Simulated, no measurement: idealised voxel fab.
The document below concerns the process module designated voxel ribs on slabs.
Section shown: cut. Width: 270 nm. Cell size: 5 nm, square.
A cross-section is written here as square cells arranged in a grid, and it is given in bands from the top down, each band taking up one or more rows of cells. A band entry consists of two parts. The first gives the height of the band's top and the height of its bottom, in nm. The rest lists the band's materials from left to right, each with its width in nm. A single material labelled with the word "throughout" fills the band from edge to edge, and the word "air" marks empty space. It should be noted that heights are counted from 0, beneath which the wafer as supplied is of one material throughout, and that the lowest band possesses no lower boundary but continues downward, as written in "0 nm and below". Width "30..40": first value at the band's top row of cells, second value at its bottom row, equal change from row to row. "no change" (step): cross-section cells unchanged, all of them. Look at "Enclosed cavity list" for the closed voids: empty spaces with no open path to the top, sized 8 cells or up. Each is width x height at distance, distance from the left edge, all nm. Post-settings text on a step line: simulator's own remark regarding the step. Steps that use a mask can have "overlay nm" on their line. It says how far the mask sat to the right of where it was meant to be. Negative means to the left.

### Listed below are the process steps as planned
1 op RECEIVE | material Si
2 op DIRECTIONAL_DEP | material SiO2 | thk nm 25
3 op DIRECTIONAL_DEP | material polySi | thk nm 25
4 op DIRECTIONAL_DEP | material aC | thk nm 15
5 op PATTERN | tone cover | mask id RIB | material resist | width nm 15 | thk nm 35 | overlay nm 0
6 op DIRECTIONAL_ETCH | etch materials aC | depth nm 15
7 op STRIP | etch materials resist
8 op DIRECTIONAL_ETCH | etch materials polySi | depth nm 15
9 op STRIP | etch materials aC
10 op PATTERN | tone cover | mask id SLAB | material resist | width nm 75 | thk nm 20 | overlay nm 0
11 op DIRECTIONAL_ETCH | etch materials polySi | depth nm 10
12 op STRIP | etch materials resist
13 op FILL_DEP | material SiO2 | thk nm 20
14 op CMP | height nm 60
15 op DIRECTIONAL_DEP | material W | thk nm 5
16 op DIRECTIONAL_DEP | material aC | thk nm 10
17 op PATTERN | tone cover | mask id HEATER | material resist | width nm 25 | thk nm 30 | overlay nm 0
18 op DIRECTIONAL_ETCH | etch materials aC | depth nm 10
19 op STRIP | etch materials resist
20 op DIRECTIONAL_ETCH | etch materials W | depth nm 5
21 op STRIP | etch materials aC
22 op CONFORMAL_DEP | material SiO2 | thk nm 5

### As-received wafer cross-section (after step 1)
  0 nm and below = Si throughout
  Enclosed cavity list: none

### End-of-module cross-section of the first of two wafers, processed as planned
  70 nm to 65 nm = 115 nm air, then 35 nm SiO2, then 120 nm air
  65 nm to 60 nm = 120 nm SiO2, then 25 nm W, then 125 nm SiO2
  60 nm to 50 nm = SiO2 throughout
  50 nm to 35 nm = 125 nm SiO2, then 15 nm polySi, then 130 nm SiO2
  35 nm to 25 nm = 95 nm SiO2, then 75 nm polySi, then 100 nm SiO2
  25 nm to 0 nm = SiO2 throughout
  0 nm and below = Si throughout
  Enclosed cavity list: none

### This cross-section belongs to the second wafer of two at the end of the module; the start and the plan were shared with the first, and the run included one mistake
  70 nm to 65 nm = 115 nm air, then 35 nm SiO2, then 120 nm air
  65 nm to 60 nm = 120 nm SiO2, then 25 nm W, then 125 nm SiO2
  60 nm to 55 nm = SiO2 throughout
  55 nm to 40 nm = 125 nm SiO2, then 15 nm polySi, then 130 nm SiO2
  40 nm to 30 nm = 95 nm SiO2, then 75 nm polySi, then 100 nm SiO2
  30 nm to 0 nm = SiO2 throughout
  0 nm and below = Si throughout
  Enclosed cavity list: none
Finding, execution versus plan: heads up, step 2 didn't go per plan, it actually ran as op DIRECTIONAL_DEP | material SiO2 | thk nm 30
at the end the second wafer has, in cells: as many of each material as the first, in other places
